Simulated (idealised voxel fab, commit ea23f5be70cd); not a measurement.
A process module follows: voxel trench capacitor.
Square cells of 5 nm make up the cross-section cut, whose width is 200 nm.
Just so we're on the same page, the cross-sections are grids of square cells, and they're listed out in bands top to bottom, each band one or more rows deep. Basically the band line says how high the top is and how high the bottom is, in nm, and then what's in it from left to right, every material with its width in nm. Empty space shows up as "empty", and if a single material carries "edge to edge" it runs the full band edge to edge. Note: height 0 marks the level under which the wafer is uniformly one material as received. Lowest band unbounded below, written "0 down". The notation "30 to 40" denotes a width that varies across the rows of cells in the band, beginning at the first number in the top row, finishing at the second number in the bottom row, and changing by an identical amount from each row to the next. "nothing got changed" means the step left every cell of the cross-section as it was. For the entry "Voids, enclosed", the listed items are empty spaces with no open way to the top whose size is 8 cells or more; each item follows the pattern width x height at distance, where distance is from the left edge and all three are in nm. On a step's line, text after the settings is the simulator commenting on that step. Steps that use a mask can have "overlay nm" on their line. It says how far the mask sat to the right of where it was meant to be. Negative means to the left.
# Here's what the planned process steps look like
1: RECEIVE with material Si
2: CONFORMAL_DEP with material SiN, thk nm 5
3: PATTERN with tone open, mask id TRENCH, material resist, width nm 30, pitch nm 45, thk nm 15, overlay nm 0
4: DIRECTIONAL_ETCH with etch materials SiN, depth nm 5
5: DIRECTIONAL_ETCH with etch materials Si, depth nm 35
6: STRIP with etch materials resist
7: CONFORMAL_DEP with material Al2O3, thk nm 5
8: CONFORMAL_DEP with material TiN, thk nm 5
9: FILL_DEP with material W, thk nm 5
10: CMP with height nm 5
# First wafer of two (run as planned)
# Cross-section: wafer on arrival = after step 1
- 0 down = Si edge to edge
- Voids, enclosed: none
# Cross-sectional representation of the wafer at the conclusion of step 2
- 5 to 0 = SiN edge to edge
- Lower than 0, everything is as it was.
# Cross-sectional representation of the wafer at the conclusion of step 3
- 20 to 5 = 60 resist, 30 empty, 15 resist, 30 empty, 65 resist
- Lower than 5, everything is as it was.
# Cross-sectional representation of the wafer at the conclusion of step 4
- 20 to 5 = 60 resist, 30 empty, 15 resist, 30 empty, 65 resist
- 5 to 0 = 60 SiN, 30 empty, 15 SiN, 30 empty, 65 SiN
- Lower than 0, everything is as it was.
# Cross-sectional representation of the wafer at the conclusion of step 5
- 20 to 5 = 60 resist, 30 empty, 15 resist, 30 empty, 65 resist
- 5 to 0 = 60 SiN, 30 empty, 15 SiN, 30 empty, 65 SiN
- 0 to -35 = 60 Si, 30 empty, 15 Si, 30 empty, 65 Si
- Lower than -35, everything is as it was.
# Cross-sectional representation of the wafer at the conclusion of step 6
- 5 to 0 = 60 SiN, 30 empty, 15 SiN, 30 empty, 65 SiN
- Lower than 0, everything is as it was.
# Cross-sectional representation of the wafer at the conclusion of step 7
- 10 to 5 = 65 Al2O3, 20 empty, 25 Al2O3, 20 empty, 70 Al2O3
- 5 to 0 = 60 SiN, 5 Al2O3, 20 empty, 5 Al2O3, 15 SiN, 5 Al2O3, 20 empty, 5 Al2O3, 65 SiN
- 0 to -30 = 60 Si, 5 Al2O3, 20 empty, 5 Al2O3, 15 Si, 5 Al2O3, 20 empty, 5 Al2O3, 65 Si
- -30 to -35 = 60 Si, 30 Al2O3, 15 Si, 30 Al2O3, 65 Si
- Lower than -35, everything is as it was.
# Cross-sectional representation of the wafer at the conclusion of step 8
- 15 to 10 = 70 TiN, 10 empty, 35 TiN, 10 empty, 75 TiN
- 10 to 5 = 65 Al2O3, 5 TiN, 10 empty, 5 TiN, 25 Al2O3, 5 TiN, 10 empty, 5 TiN, 70 Al2O3
- 5 to 0 = 60 SiN, 5 Al2O3, 5 TiN, 10 empty, 5 TiN, 5 Al2O3, 15 SiN, 5 Al2O3, 5 TiN, 10 empty, 5 TiN, 5 Al2O3, 65 SiN
- 0 to -25 = 60 Si, 5 Al2O3, 5 TiN, 10 empty, 5 TiN, 5 Al2O3, 15 Si, 5 Al2O3, 5 TiN, 10 empty, 5 TiN, 5 Al2O3, 65 Si
- -25 to -30 = 60 Si, 5 Al2O3, 20 TiN, 5 Al2O3, 15 Si, 5 Al2O3, 20 TiN, 5 Al2O3, 65 Si
- Lower than -30, everything is as it was.
# Cross-sectional representation of the wafer at the conclusion of step 9
- 20 to 15 = W edge to edge
- 15 to 10 = 70 TiN, 10 W, 35 TiN, 10 W, 75 TiN
- 10 to 5 = 65 Al2O3, 5 TiN, 10 W, 5 TiN, 25 Al2O3, 5 TiN, 10 W, 5 TiN, 70 Al2O3
- 5 to 0 = 60 SiN, 5 Al2O3, 5 TiN, 10 W, 5 TiN, 5 Al2O3, 15 SiN, 5 Al2O3, 5 TiN, 10 W, 5 TiN, 5 Al2O3, 65 SiN
- 0 to -25 = 60 Si, 5 Al2O3, 5 TiN, 10 W, 5 TiN, 5 Al2O3, 15 Si, 5 Al2O3, 5 TiN, 10 W, 5 TiN, 5 Al2O3, 65 Si
- Lower than -25, everything is as it was.
# Cross-sectional representation of the wafer at the conclusion of step 10
- 5 to 0 = 60 SiN, 5 Al2O3, 5 TiN, 10 W, 5 TiN, 5 Al2O3, 15 SiN, 5 Al2O3, 5 TiN, 10 W, 5 TiN, 5 Al2O3, 65 SiN
- Lower than 0, everything is as it was.
# Wafer two. Identical start, identical plan. One mistake in execution. Identical history through step 8
# Second wafer: cross-section at the scheduled end of step 9
- 25 to 15 = W edge to edge
- 15 to 10 = 70 TiN, 10 W, 35 TiN, 10 W, 75 TiN
- 10 to 5 = 65 Al2O3, 5 TiN, 10 W, 5 TiN, 25 Al2O3, 5 TiN, 10 W, 5 TiN, 70 Al2O3
- 5 to 0 = 60 SiN, 5 Al2O3, 5 TiN, 10 W, 5 TiN, 5 Al2O3, 15 SiN, 5 Al2O3, 5 TiN, 10 W, 5 TiN, 5 Al2O3, 65 SiN
- 0 to -25 = 60 Si, 5 Al2O3, 5 TiN, 10 W, 5 TiN, 5 Al2O3, 15 Si, 5 Al2O3, 5 TiN, 10 W, 5 TiN, 5 Al2O3, 65 Si
- Lower than -25, everything is as it was.
# Second wafer: cross-section at the scheduled end of step 10
- 5 to 0 = 60 SiN, 5 Al2O3, 5 TiN, 10 W, 5 TiN, 5 Al2O3, 15 SiN, 5 Al2O3, 5 TiN, 10 W, 5 TiN, 5 Al2O3, 65 SiN
- Lower than 0, everything is as it was.
Diagnosis: step 9 from the plan got run twice
If you compare the two wafers at the end, their cross-sections are the same, so as far as this model is concerned the mistake changes nothing.
